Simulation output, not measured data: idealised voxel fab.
process module | voxel ribs on slabs
cross-section cut | 230 nm wide | cells 5 nm
A cross-section is a grid of square cells, given in bands from the top down. A band is one or more rows of cells.
Each band's line starts with the height of the band's top and of its bottom, in nm. Then come its materials from left to right, each with its width in nm. One material with "throughout" fills the band from edge to edge. "air" is empty space.
Height 0 is the level under which the wafer as received is all one material. The lowest band goes on downwards, as in "0 down".
A width such as "30 to 40" changes by the same amount from each row of cells to the next, from the band's top row to its bottom row.
"no change" after a step means that no cell of the cross-section changed.
closed voids: empty space of 8 cells or more with no open way to the top, each as width x height at its distance from the left edge, in nm
after a step's settings: what the simulator itself notes on the step
overlay nm, on a step with a mask: how far to the right of its planned place the mask lay; to the left if negative
plan
1 op RECEIVE | material Si
2 op DIRECTIONAL_DEP | material SiO2 | thk nm 20
3 op DIRECTIONAL_DEP | material polySi | thk nm 25
4 op MASKED_ETCH | tone cover | mask id RIB | width nm 20 | etch materials polySi | depth nm 20 | overlay nm 0
5 op DIRECTIONAL_DEP | material aC | thk nm 15
6 op PATTERN | tone cover | mask id SLAB | material resist | width nm 70 | thk nm 35 | overlay nm 0
7 op DIRECTIONAL_ETCH | etch materials aC | depth nm 15
8 op STRIP | etch materials resist
9 op DIRECTIONAL_ETCH | etch materials polySi | depth nm 5
10 op STRIP | etch materials aC
11 op FILL_DEP | material SiO2 | thk nm 20
12 op CMP | height nm 55
13 op DIRECTIONAL_DEP | material W | thk nm 10
14 op DIRECTIONAL_DEP | material aC | thk nm 10
15 op PATTERN | tone cover | mask id HEATER | material resist | width nm 30 | thk nm 30 | overlay nm 0
16 op DIRECTIONAL_ETCH | etch materials aC | depth nm 10
17 op STRIP | etch materials resist
18 op DIRECTIONAL_ETCH | etch materials W | depth nm 10
19 op STRIP | etch materials aC
20 op CONFORMAL_DEP | material SiO2 | thk nm 5
first wafer, as planned
as received, after step 1
  0 down: Si throughout
  closed voids: none
after step 2
  20 to 0: SiO2 throughout
  below 0: unchanged
after step 3
  45 to 20: polySi throughout
  below 20: unchanged
after step 4
  45 to 25: air 105 | polySi 20 | air 105
  below 25: unchanged
after step 5
  60 to 45: air 105 | aC 20 | air 105
  45 to 40: air 105 | polySi 20 | air 105
  40 to 25: aC 105 | polySi 20 | aC 105
  below 25: unchanged
after step 6
  95 to 60: air 80 | resist 70 | air 80
  60 to 45: air 80 | resist 25 | aC 20 | resist 25 | air 80
  45 to 40: air 80 | resist 25 | polySi 20 | resist 25 | air 80
  below 40: unchanged
after step 7
  80 to 60: air 80 | resist 70 | air 80
  60 to 45: air 80 | resist 25 | aC 20 | resist 25 | air 80
  45 to 40: air 80 | resist 25 | polySi 20 | resist 25 | air 80
  40 to 25: air 80 | aC 25 | polySi 20 | aC 25 | air 80
  below 25: unchanged
after step 8
  60 to 45: air 105 | aC 20 | air 105
  45 to 40: air 105 | polySi 20 | air 105
  below 40: unchanged
after step 9
  60 to 45: air 105 | aC 20 | air 105
  45 to 40: air 105 | polySi 20 | air 105
  40 to 25: air 80 | aC 25 | polySi 20 | aC 25 | air 80
  25 to 20: air 80 | polySi 70 | air 80
  below 20: unchanged
after step 10
  45 to 25: air 105 | polySi 20 | air 105
  below 25: unchanged
after step 11
  65 to 45: SiO2 throughout
  45 to 25: SiO2 105 | polySi 20 | SiO2 105
  25 to 20: SiO2 80 | polySi 70 | SiO2 80
  below 20: unchanged
after step 12
  55 to 45: SiO2 throughout
  below 45: unchanged
after step 13
  65 to 55: W throughout
  below 55: unchanged
after step 14
  75 to 65: aC throughout
  below 65: unchanged
after step 15
  105 to 75: air 100 | resist 30 | air 100
  below 75: unchanged
after step 16
  95 to 75: air 100 | resist 30 | air 100
  75 to 65: air 100 | aC 30 | air 100
  below 65: unchanged
after step 17
  75 to 65: air 100 | aC 30 | air 100
  below 65: unchanged
after step 18
  75 to 65: air 100 | aC 30 | air 100
  65 to 55: air 100 | W 30 | air 100
  below 55: unchanged
after step 19
  65 to 55: air 100 | W 30 | air 100
  below 55: unchanged
after step 20
  70 to 65: air 95 | SiO2 40 | air 95
  65 to 60: air 95 | SiO2 5 | W 30 | SiO2 5 | air 95
  60 to 55: SiO2 100 | W 30 | SiO2 100
  below 55: unchanged
second wafer: like start, like plan, one mistake. Through step 5 it matches the first wafer
when step 6 should have ended
  95 to 60: air 80 | resist 75 | air 75
  60 to 45: air 80 | resist 25 | aC 20 | resist 30 | air 75
  45 to 40: air 80 | resist 25 | polySi 20 | resist 30 | air 75
  below 40: unchanged
when step 7 should have ended
  80 to 60: air 80 | resist 75 | air 75
  60 to 45: air 80 | resist 25 | aC 20 | resist 30 | air 75
  45 to 40: air 80 | resist 25 | polySi 20 | resist 30 | air 75
  40 to 25: air 80 | aC 25 | polySi 20 | aC 30 | air 75
  below 25: unchanged
when step 8 should have ended
  60 to 45: air 105 | aC 20 | air 105
  45 to 40: air 105 | polySi 20 | air 105
  below 40: unchanged
when step 9 should have ended
  60 to 45: air 105 | aC 20 | air 105
  45 to 40: air 105 | polySi 20 | air 105
  40 to 25: air 80 | aC 25 | polySi 20 | aC 30 | air 75
  25 to 20: air 80 | polySi 75 | air 75
  below 20: unchanged
when step 10 should have ended
  45 to 25: air 105 | polySi 20 | air 105
  below 25: unchanged
when step 11 should have ended
  65 to 45: SiO2 throughout
  45 to 25: SiO2 105 | polySi 20 | SiO2 105
  25 to 20: SiO2 80 | polySi 75 | SiO2 75
  below 20: unchanged
when step 12 should have ended
  55 to 45: SiO2 throughout
  below 45: unchanged
when step 13 should have ended
  65 to 55: W throughout
  below 55: unchanged
when step 14 should have ended
  75 to 65: aC throughout
  below 65: unchanged
when step 15 should have ended
  105 to 75: air 100 | resist 30 | air 100
  below 75: unchanged
when step 16 should have ended
  95 to 75: air 100 | resist 30 | air 100
  75 to 65: air 100 | aC 30 | air 100
  below 65: unchanged
when step 17 should have ended
  75 to 65: air 100 | aC 30 | air 100
  below 65: unchanged
when step 18 should have ended
  75 to 65: air 100 | aC 30 | air 100
  65 to 55: air 100 | W 30 | air 100
  below 55: unchanged
when step 19 should have ended
  65 to 55: air 100 | W 30 | air 100
  below 55: unchanged
when step 20 should have ended
  70 to 65: air 95 | SiO2 40 | air 95
  65 to 60: air 95 | SiO2 5 | W 30 | SiO2 5 | air 95
  60 to 55: SiO2 100 | W 30 | SiO2 100
  below 55: unchanged
what went wrong: step 6 ran as: op PATTERN | tone cover | mask id SLAB | material resist | width nm 75 | thk nm 35 | overlay nm 0
at the end the second wafer has, in cells: 1 fewer of SiO2 | 1 more of polySi
